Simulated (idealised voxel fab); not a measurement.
process module | voxel capacitor over wiring
cross-section cut | 295 nm wide | cells 5 nm
A cross-section is a grid of square cells, given in bands from the top down. A band is one or more rows of cells.
Each band's line starts with the height of the band's top and of its bottom, in nm. Then come its materials from left to right, each with its width in nm. One material with "throughout" fills the band from edge to edge. "air" is empty space.
Height 0 is the level under which the wafer as received is all one material. The lowest band goes on downwards, as in "0 down".
A width such as "30 to 40" changes by the same amount from each row of cells to the next, from the band's top row to its bottom row.
"no change" after a step means that no cell of the cross-section changed.
closed voids: empty space of 8 cells or more with no open way to the top, each as width x height at its distance from the left edge, in nm
after a step's settings: what the simulator itself notes on the step
overlay nm, on a step with a mask: how far to the right of its planned place the mask lay; to the left if negative
plan
1 op RECEIVE | material Si
2 op CONFORMAL_DEP | material SiO2 | thk nm 10
3 op DIRECTIONAL_DEP | material TiN | thk nm 5
4 op DIRECTIONAL_DEP | material W | thk nm 20
5 op MASKED_ETCH | tone cover | mask id METAL_1 | width nm 30 | pitch nm 100 | etch materials W | depth nm 20 | overlay nm 0
6 op MASKED_ETCH | tone cover | mask id METAL_1 | width nm 30 | pitch nm 100 | etch materials TiN | depth nm 5 | overlay nm 0
7 op FILL_DEP | material SiO2 | thk nm 5
8 op CMP | height nm 35
9 op CONFORMAL_DEP | material SiCN | thk nm 5
10 op DIRECTIONAL_DEP | material lowk | thk nm 20
11 op MASKED_ETCH | tone open | mask id PLUG_1 | width nm 15 | etch materials lowk | depth nm 20 | overlay nm 0
12 op MASKED_ETCH | tone open | mask id PLUG_1 | width nm 15 | etch materials SiCN | depth nm 5 | overlay nm 0
13 op EPI | material Ru | thk nm 10
14 op EPI | material Ru | thk nm 10
15 op EPI | material Ru | thk nm 5
16 op DIRECTIONAL_DEP | material TiN | thk nm 5
17 op DIRECTIONAL_DEP | material Al2O3 | thk nm 5
18 op DIRECTIONAL_DEP | material TiN | thk nm 5
19 op DIRECTIONAL_DEP | material aC | thk nm 15
20 op PATTERN | tone cover | mask id UPPER_PLATE | material resist | width nm 75 | thk nm 30 | overlay nm 0
21 op DIRECTIONAL_ETCH | etch materials aC | depth nm 15
22 op STRIP | etch materials resist
23 op DIRECTIONAL_ETCH | etch materials TiN | depth nm 5
24 op DIRECTIONAL_ETCH | etch materials Al2O3 | depth nm 5
25 op STRIP | etch materials aC
26 op DIRECTIONAL_DEP | material aC | thk nm 10
27 op PATTERN | tone cover | mask id LOWER_PLATE | material resist | width nm 85 | thk nm 30 | overlay nm 0
28 op DIRECTIONAL_ETCH | etch materials aC | depth nm 10
29 op STRIP | etch materials resist
30 op DIRECTIONAL_ETCH | etch materials TiN | depth nm 5
31 op STRIP | etch materials aC
32 op FILL_DEP | material SiO2 | thk nm 20
33 op CMP | height nm 90
34 op PATTERN | tone open | mask id PLUG_2 | material resist | width nm 15 | thk nm 15 | overlay nm 0
35 op DIRECTIONAL_ETCH | etch materials SiO2 | depth nm 15
36 op STRIP | etch materials resist
37 op CONFORMAL_DEP | material TiN | thk nm 5
38 op FILL_DEP | material Ru | thk nm 10
39 op CMP | height nm 90
40 op CONFORMAL_DEP | material SiCN | thk nm 5
first wafer, as planned
as received, after step 1
  0 down: Si throughout
  closed voids: none
after step 2
  10 to 0: SiO2 throughout
  below 0: unchanged
after step 3
  15 to 10: TiN throughout
  below 10: unchanged
after step 4
  35 to 15: W throughout
  below 15: unchanged
after step 5
  35 to 15: air 80 | W 30 | air 70 | W 30 | air 85
  below 15: unchanged
after step 6
  35 to 15: air 80 | W 30 | air 70 | W 30 | air 85
  15 to 10: air 80 | TiN 30 | air 70 | TiN 30 | air 85
  below 10: unchanged
after step 7
  40 to 35: SiO2 throughout
  35 to 15: SiO2 80 | W 30 | SiO2 70 | W 30 | SiO2 85
  15 to 10: SiO2 80 | TiN 30 | SiO2 70 | TiN 30 | SiO2 85
  below 10: unchanged
after step 8
  35 to 15: SiO2 80 | W 30 | SiO2 70 | W 30 | SiO2 85
  below 15: unchanged
after step 9
  40 to 35: SiCN throughout
  below 35: unchanged
after step 10
  60 to 40: lowk throughout
  below 40: unchanged
after step 11
  60 to 40: lowk 95 | air 15 | lowk 185
  below 40: unchanged
after step 12
  60 to 40: lowk 95 | air 15 | lowk 185
  40 to 35: SiCN 95 | air 15 | SiCN 185
  below 35: unchanged
after step 13
  60 to 45: lowk 95 | air 15 | lowk 185
  45 to 40: lowk 95 | Ru 15 | lowk 185
  40 to 35: SiCN 95 | Ru 15 | SiCN 185
  below 35: unchanged
after step 14
  60 to 55: lowk 95 | air 15 | lowk 185
  55 to 40: lowk 95 | Ru 15 | lowk 185
  below 40: unchanged
after step 15
  60 to 40: lowk 95 | Ru 15 | lowk 185
  below 40: unchanged
after step 16
  65 to 60: TiN throughout
  below 60: unchanged
after step 17
  70 to 65: Al2O3 throughout
  below 65: unchanged
after step 18
  75 to 70: TiN throughout
  below 70: unchanged
after step 19
  90 to 75: aC throughout
  below 75: unchanged
after step 20
  120 to 90: air 95 | resist 75 | air 125
  below 90: unchanged
after step 21
  105 to 90: air 95 | resist 75 | air 125
  90 to 75: air 95 | aC 75 | air 125
  below 75: unchanged
after step 22
  90 to 75: air 95 | aC 75 | air 125
  below 75: unchanged
after step 23
  90 to 75: air 95 | aC 75 | air 125
  75 to 70: air 95 | TiN 75 | air 125
  below 70: unchanged
after step 24
  90 to 75: air 95 | aC 75 | air 125
  75 to 70: air 95 | TiN 75 | air 125
  70 to 65: air 95 | Al2O3 75 | air 125
  below 65: unchanged
after step 25
  75 to 70: air 95 | TiN 75 | air 125
  below 70: unchanged
after step 26
  85 to 75: air 95 | aC 75 | air 125
  75 to 70: aC 95 | TiN 75 | aC 125
  70 to 65: aC 95 | Al2O3 75 | aC 125
  below 65: unchanged
after step 27
  115 to 85: air 90 | resist 85 | air 120
  85 to 75: air 90 | resist 5 | aC 75 | resist 5 | air 120
  below 75: unchanged
after step 28
  105 to 85: air 90 | resist 85 | air 120
  85 to 75: air 90 | resist 5 | aC 75 | resist 5 | air 120
  75 to 70: air 90 | aC 5 | TiN 75 | aC 5 | air 120
  70 to 65: air 90 | aC 5 | Al2O3 75 | aC 5 | air 120
  below 65: unchanged
after step 29
  85 to 75: air 95 | aC 75 | air 125
  below 75: unchanged
after step 30
  85 to 75: air 95 | aC 75 | air 125
  75 to 70: air 90 | aC 5 | TiN 75 | aC 5 | air 120
  70 to 65: air 90 | aC 5 | Al2O3 75 | aC 5 | air 120
  65 to 60: air 90 | TiN 85 | air 120
  below 60: unchanged
after step 31
  75 to 70: air 95 | TiN 75 | air 125
  70 to 65: air 95 | Al2O3 75 | air 125
  below 65: unchanged
after step 32
  95 to 75: SiO2 throughout
  75 to 70: SiO2 95 | TiN 75 | SiO2 125
  70 to 65: SiO2 95 | Al2O3 75 | SiO2 125
  65 to 60: SiO2 90 | TiN 85 | SiO2 120
  below 60: unchanged
after step 33
  90 to 75: SiO2 throughout
  below 75: unchanged
after step 34
  105 to 90: resist 105 | air 15 | resist 175
  below 90: unchanged
after step 35
  105 to 90: resist 105 | air 15 | resist 175
  90 to 75: SiO2 105 | air 15 | SiO2 175
  below 75: unchanged
after step 36
  90 to 75: SiO2 105 | air 15 | SiO2 175
  below 75: unchanged
after step 37
  95 to 90: TiN 110 | air 5 | TiN 180
  90 to 80: SiO2 105 | TiN 5 | air 5 | TiN 5 | SiO2 175
  80 to 70: SiO2 105 to 95 | TiN 15 to 75 | SiO2 175 to 125
  below 70: unchanged
after step 38
  105 to 95: Ru throughout
  95 to 90: TiN 110 | Ru 5 | TiN 180
  90 to 80: SiO2 105 | TiN 5 | Ru 5 | TiN 5 | SiO2 175
  below 80: unchanged
after step 39
  90 to 80: SiO2 105 | TiN 5 | Ru 5 | TiN 5 | SiO2 175
  below 80: unchanged
after step 40
  95 to 90: SiCN throughout
  below 90: unchanged
second wafer: like start, like plan, one mistake. Through step 8 it matches the first wafer
when step 9 should have ended
  50 to 35: SiCN throughout
  below 35: unchanged
when step 10 should have ended
  70 to 50: lowk throughout
  below 50: unchanged
when step 11 should have ended
  70 to 50: lowk 95 | air 15 | lowk 185
  below 50: unchanged
when step 12 should have ended
  70 to 50: lowk 95 | air 15 | lowk 185
  50 to 45: SiCN 95 | air 15 | SiCN 185
  below 45: unchanged
when step 13 should have ended: no change
when step 14 should have ended: no change
when step 15 should have ended: no change
when step 16 should have ended
  75 to 70: TiN 95 | air 15 | TiN 185
  70 to 50: lowk 95 | air 15 | lowk 185
  50 to 45: SiCN 95 | TiN 15 | SiCN 185
  below 45: unchanged
when step 17 should have ended
  80 to 75: Al2O3 95 | air 15 | Al2O3 185
  75 to 70: TiN 95 | air 15 | TiN 185
  70 to 55: lowk 95 | air 15 | lowk 185
  55 to 50: lowk 95 | Al2O3 15 | lowk 185
  below 50: unchanged
when step 18 should have ended
  85 to 80: TiN 95 | air 15 | TiN 185
  80 to 75: Al2O3 95 | air 15 | Al2O3 185
  75 to 70: TiN 95 | air 15 | TiN 185
  70 to 60: lowk 95 | air 15 | lowk 185
  60 to 55: lowk 95 | TiN 15 | lowk 185
  below 55: unchanged
when step 19 should have ended
  100 to 85: aC 95 | air 15 | aC 185
  85 to 80: TiN 95 | air 15 | TiN 185
  80 to 75: Al2O3 95 | air 15 | Al2O3 185
  75 to 70: TiN 95 | aC 15 | TiN 185
  70 to 60: lowk 95 | aC 15 | lowk 185
  below 60: unchanged
when step 20 should have ended
  130 to 100: air 95 | resist 75 | air 125
  100 to 85: aC 95 | resist 15 | aC 185
  85 to 80: TiN 95 | resist 15 | TiN 185
  80 to 75: Al2O3 95 | resist 15 | Al2O3 185
  below 75: unchanged
when step 21 should have ended
  115 to 100: air 95 | resist 75 | air 125
  100 to 85: air 95 | resist 15 | aC 60 | air 125
  below 85: unchanged
when step 22 should have ended
  100 to 85: air 110 | aC 60 | air 125
  85 to 80: TiN 95 | air 15 | TiN 185
  80 to 75: Al2O3 95 | air 15 | Al2O3 185
  below 75: unchanged
when step 23 should have ended
  100 to 85: air 110 | aC 60 | air 125
  85 to 80: air 110 | TiN 60 | air 125
  below 80: unchanged
when step 24 should have ended
  100 to 85: air 110 | aC 60 | air 125
  85 to 80: air 110 | TiN 60 | air 125
  80 to 75: air 110 | Al2O3 60 | air 125
  below 75: unchanged
when step 25 should have ended
  85 to 80: air 110 | TiN 60 | air 125
  80 to 75: air 110 | Al2O3 60 | air 125
  75 to 70: TiN 95 | air 15 | TiN 185
  70 to 60: lowk 95 | air 15 | lowk 185
  below 60: unchanged
when step 26 should have ended
  95 to 85: air 110 | aC 60 | air 125
  85 to 80: aC 95 | air 15 | TiN 60 | aC 125
  80 to 75: aC 95 | air 15 | Al2O3 60 | aC 125
  75 to 70: TiN 95 | air 15 | TiN 185
  70 to 60: lowk 95 | aC 15 | lowk 185
  below 60: unchanged
when step 27 should have ended
  125 to 95: air 90 | resist 85 | air 120
  95 to 85: air 90 | resist 20 | aC 60 | resist 5 | air 120
  85 to 80: aC 95 | resist 15 | TiN 60 | aC 125
  80 to 75: aC 95 | resist 15 | Al2O3 60 | aC 125
  75 to 70: TiN 95 | resist 15 | TiN 185
  below 70: unchanged
when step 28 should have ended
  115 to 95: air 90 | resist 85 | air 120
  95 to 85: air 90 | resist 20 | aC 60 | resist 5 | air 120
  85 to 80: air 90 | aC 5 | resist 15 | TiN 60 | aC 5 | air 120
  80 to 75: air 90 | aC 5 | resist 15 | Al2O3 60 | aC 5 | air 120
  below 75: unchanged
when step 29 should have ended
  95 to 85: air 110 | aC 60 | air 125
  85 to 80: air 90 | aC 5 | air 15 | TiN 60 | aC 5 | air 120
  80 to 75: air 90 | aC 5 | air 15 | Al2O3 60 | aC 5 | air 120
  75 to 70: TiN 95 | air 15 | TiN 185
  below 70: unchanged
when step 30 should have ended
  95 to 85: air 110 | aC 60 | air 125
  85 to 80: air 90 | aC 5 | air 15 | TiN 60 | aC 5 | air 120
  80 to 75: air 90 | aC 5 | air 15 | Al2O3 60 | aC 5 | air 120
  75 to 70: air 90 | TiN 5 | air 15 | TiN 65 | air 120
  below 70: unchanged
when step 31 should have ended
  85 to 80: air 110 | TiN 60 | air 125
  80 to 75: air 110 | Al2O3 60 | air 125
  75 to 70: air 90 | TiN 5 | air 15 | TiN 65 | air 120
  70 to 60: lowk 95 | air 15 | lowk 185
  below 60: unchanged
when step 32 should have ended
  105 to 85: SiO2 throughout
  85 to 80: SiO2 110 | TiN 60 | SiO2 125
  80 to 75: SiO2 110 | Al2O3 60 | SiO2 125
  75 to 70: SiO2 90 | TiN 5 | SiO2 15 | TiN 65 | SiO2 120
  70 to 60: lowk 95 | SiO2 15 | lowk 185
  below 60: unchanged
when step 33 should have ended
  90 to 85: SiO2 throughout
  below 85: unchanged
when step 34 should have ended
  105 to 90: resist 105 | air 15 | resist 175
  below 90: unchanged
when step 35 should have ended
  105 to 90: resist 105 | air 15 | resist 175
  90 to 85: SiO2 105 | air 15 | SiO2 175
  85 to 80: SiO2 105 | air 5 | TiN 60 | SiO2 125
  80 to 75: SiO2 105 | air 5 | Al2O3 60 | SiO2 125
  below 75: unchanged
when step 36 should have ended
  90 to 85: SiO2 105 | air 15 | SiO2 175
  below 85: unchanged
when step 37 should have ended
  95 to 90: TiN 110 | air 5 | TiN 180
  90 to 80: SiO2 105 | TiN 15 to 65 | SiO2 175 to 125
  80 to 75: SiO2 105 | TiN 5 | Al2O3 60 | SiO2 125
  below 75: unchanged
when step 38 should have ended
  105 to 95: Ru throughout
  95 to 90: TiN 110 | Ru 5 | TiN 180
  below 90: unchanged
when step 39 should have ended
  90 to 80: SiO2 105 | TiN 15 to 65 | SiO2 175 to 125
  below 80: unchanged
when step 40 should have ended
  95 to 90: SiCN throughout
  below 90: unchanged
what went wrong: step 9 ran as: op CONFORMAL_DEP | material SiCN | thk nm 15
at the end the second wafer has, in cells: 17 fewer of Ru | 118 more of SiCN | 99 fewer of SiO2 | 2 fewer of TiN
